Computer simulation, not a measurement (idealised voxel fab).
The following is a process module called voxel lift off.
Cross-section cut: width 140 nm, square cells of 5 nm.
A cross-section is a grid of square cells, given in bands from the top down. A band is one or more rows of cells.
Heights first: top, then bottom, in nm. Then materials, left to right, each with a width in nm. "all across" on a single material: fills the band edge to edge. "air": empty space.
Height datum 0, below which the as-received substrate wafer is one material. Lowest band open at the bottom, running downward: "top 0, no bottom".
Per-row width for "30 to 40": begins at first number (top row of band), ends at second number (bottom row), increment between rows held constant.
It should be understood that the words "nothing altered", when stated for a given step, signify that the cross-section underwent no change in any of its cells during that step.
"Closed cavity list" contains a list of empty spaces, each no smaller than 8 cells and without an open way to the top, written in the form width x height at distance with the distance from the left edge and all three in nm.
Read whatever lies past the settings on a step's line as the simulator's own remark about the step.
Regarding "overlay nm": on a step with a mask, it is the distance the mask lay to the right of its planned place; a negative value places it to the left.
-- The planned process steps are enumerated hereunder
1. RECEIVE | material Si
2. CONFORMAL_DEP | material Al2O3 | thk nm 10
3. PATTERN | tone open | mask id LINES | material resist | width nm 25 | pitch nm 40 | thk nm 20 | overlay nm 0
4. DIRECTIONAL_DEP | material Ru | thk nm 10
5. STRIP | etch materials resist
6. CONFORMAL_DEP | material SiO2 | thk nm 5
Heads up: all these wafers start the same, and what changes between them is the thk nm in step 6. The value you see in the plan is just what the first wafer got.
-- Here's the first of the wafers in cross-section, just as we got it, i.e. after step 1
> top 0, no bottom = Si all across
> Closed cavity list: none
-- Shown in cross-section: the first of several wafers at the end of the module, after its last step, step 6
> top 25, bottom 20 = 10 air, then 35 SiO2, then 5 air, then 35 SiO2, then 5 air, then 35 SiO2, then 15 air
> top 20, bottom 15 = 10 air, then 5 SiO2, then 25 Ru, then 5 SiO2, then 5 air, then 5 SiO2, then 25 Ru, then 5 SiO2, then 5 air, then 5 SiO2, then 25 Ru, then 5 SiO2, then 15 air
> top 15, bottom 10 = 15 SiO2, then 25 Ru, then 15 SiO2, then 25 Ru, then 15 SiO2, then 25 Ru, then 20 SiO2
> top 10, bottom 0 = Al2O3 all across
> top 0, no bottom = Si all across
> Closed cavity list: none
-- Cross-section at module completion, last wafer
> top 45, bottom 20 = SiO2 all across
> top 20, bottom 10 = 15 SiO2, then 25 Ru, then 15 SiO2, then 25 Ru, then 15 SiO2, then 25 Ru, then 20 SiO2
> top 10, bottom 0 = Al2O3 all across
> top 0, no bottom = Si all across
> Closed cavity list: none
-- The table below has one row for each wafer; a row shows, as of the end of the module, how many cells of each material the wafer has gained, marked (+), or lost, marked (-), since it was received, and then the wafer's closed voids
thk nm 5 | +56 Al2O3 | +30 Ru | +40 SiO2 | Closed cavity list: none
thk nm 10 | +56 Al2O3 | +30 Ru | +76 SiO2 | Closed cavity list: none
thk nm 15 | +56 Al2O3 | +30 Ru | +108 SiO2 | Closed cavity list: none
thk nm 20 | +56 Al2O3 | +30 Ru | +138 SiO2 | Closed cavity list: none
thk nm 25 | +56 Al2O3 | +30 Ru | +166 SiO2 | Closed cavity list: none
